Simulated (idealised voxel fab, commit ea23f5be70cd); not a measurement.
Name of the process module below: voxel released beams
Square cells of 5 nm make up the cross-section cut, whose width is 185 nm.
For the purposes of this document, a cross-section shall be understood as a grid of square cells, specified as bands listed in top-to-bottom order, each band consisting of one or more rows of cells. Read a band's entry like this: the first values are the height of its top and the height of its bottom in nm, and what follows is the sequence of materials from left to right, each with its width in nm. Note that "air" is empty space, and that a single material marked "everywhere" reaches across the band from edge to edge. Heights are expressed relative to 0, this being the level below which the as-received wafer comprises one material exclusively. The lowest band is unbounded in the downward direction and is denoted as in "top 0, no bottom". A width given as "30..40" starts at the first number in the band's top row and ends at the second number in its bottom row, shifting by an equal amount at every step from row to row. No cell of the cross-section changed in a step that is given as "no modification". Look at "Sealed voids" for the closed voids: empty spaces with no open path to the top, sized 8 cells or up. Each is width x height at distance, distance from the left edge, all nm. Read whatever lies past the settings on a step's line as the simulator's own remark about the step. Among the settings permitted on a step's line is "overlay nm"; applied to a step with a mask, it specifies the extent to which the mask lay to the right of its planned position, whereas a negative figure signifies a position to the left.
List of planned process steps:
1. RECEIVE with material Si
2. CONFORMAL_DEP with material Al2O3, thk nm 5
3. DIRECTIONAL_DEP with material SiO2, thk nm 10
4. DIRECTIONAL_DEP with material aC, thk nm 10
5. PATTERN with tone open, mask id ANCHOR, material resist, width nm 35, thk nm 30, overlay nm 0
6. DIRECTIONAL_ETCH with etch materials aC, depth nm 10
7. STRIP with etch materials resist
8. DIRECTIONAL_ETCH with etch materials SiO2, depth nm 10
9. STRIP with etch materials aC
10. CONFORMAL_DEP with material polySi, thk nm 10
11. MASKED_ETCH with tone cover, mask id BEAM, width nm 95, etch materials polySi, depth nm 10, overlay nm 0
12. STRIP with etch materials SiO2
Step 1 complete: cross-section of the wafer as received:
- top 0, no bottom = Si everywhere
- Sealed voids: none
Cross-section: first of two wafers, module finished, run according to plan:
- top 25, bottom 15 = air 40 | polySi 15 | air 15 | polySi 65 | air 50
- top 15, bottom 5 = air 45 | polySi 35 | air 105
- top 5, bottom 0 = Al2O3 everywhere
- top 0, no bottom = Si everywhere
- Sealed voids: none
End-of-module cross-section of the second wafer: identical starting point and process plan to the first, with one processing mistake:
- top 10, bottom 0 = air 40 | polySi 95 | air 50
- top 0, no bottom = Si everywhere
- Sealed voids: none
In executing the process, a mistake was made relative to the plan: step 9 did not happen as planned, as run it was STRIP with etch materials Al2O3
Final tally in cells, some materials are higher or lower on the second wafer than on the first: Al2O3 -37; polySi -8
